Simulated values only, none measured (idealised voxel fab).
A process module follows: voxel spacer lines.
Cross-section cut spans 225 nm and uses square cells 5 nm in size.
Cross-section = grid of square cells, listed top down in bands; band = one or more rows. Heads up on the band format: heights come first, top then bottom, in nm. After that it's the materials left to right, each with its width in nm. A single material flagged "throughout" fills the whole band edge to edge, and "blank" means there's empty space there. Zero point of the height axis is 0; under it, received wafer = one material. Lowest band: continues down indefinitely, "z 0 and below". With a width like "30 to 40", each row of cells in the band differs from the next by the same amount, the top row carrying the first number and the bottom row the second. What does "no modifications" mean for a step? It means no cell of the cross-section changed in that step. Reported under the label "Cavities, closed" are the empty spaces having no open way to the top and comprising 8 cells or more; the notation for each is width x height at distance, in which the distance is measured from the left edge and all three values are in nm. What comes after the settings on a step's line is commentary from the simulator itself on that step. A step's line can hold "overlay nm"; with a mask on that step, the setting says how far right of the planned place the mask lay, while a negative setting says it lay to the left.

Planned step list for the process
1,RECEIVE: material Si
2,CONFORMAL_DEP: material SiO2, thk nm 10
3,DIRECTIONAL_DEP: material TiN, thk nm 10
4,DIRECTIONAL_DEP: material polySi, thk nm 20
5,PATTERN: tone cover, mask id MANDREL, material resist, width nm 20, pitch nm 70, thk nm 30, overlay nm 0
6,DIRECTIONAL_ETCH: etch materials polySi, depth nm 20
7,STRIP: etch materials resist
8,CONFORMAL_DEP: material SiN, thk nm 15
9,DIRECTIONAL_ETCH: etch materials SiN, depth nm 15
10,STRIP: etch materials polySi
11,DIRECTIONAL_ETCH: etch materials TiN, depth nm 10
12,STRIP: etch materials SiN

This is the cross-section of the wafer as we received it, i.e. after step 1
* z 0 and below = Si throughout
* Cavities, closed: none

First of two wafers: cross-section at end of module, run per plan
* z 20 to 10 = blank 15 | TiN 15 | blank 20 | TiN 15 | blank 20 | TiN 15 | blank 20 | TiN 15 | blank 20 | TiN 15 | blank 20 | TiN 15 | blank 20
* z 10 to 0 = SiO2 throughout
* z 0 and below = Si throughout
* Cavities, closed: none

Second of two wafers, module complete, sectioned: it shares the first wafer's start and plan but was run with one mistake
* z 20 to 10 = blank 10 | TiN 15 | blank 30 | TiN 15 | blank 10 | TiN 15 | blank 30 | TiN 15 | blank 10 | TiN 15 | blank 30 | TiN 15 | blank 15
* z 10 to 0 = SiO2 throughout
* z 0 and below = Si throughout
* Cavities, closed: none
Misprocessing identified: note that step 5 departed from the planned setting and was carried out as PATTERN: tone cover, mask id MANDREL, material resist, width nm 30, pitch nm 70, thk nm 30, overlay nm 0
Final state: per-material cell counts identical on both wafers; locations differ.
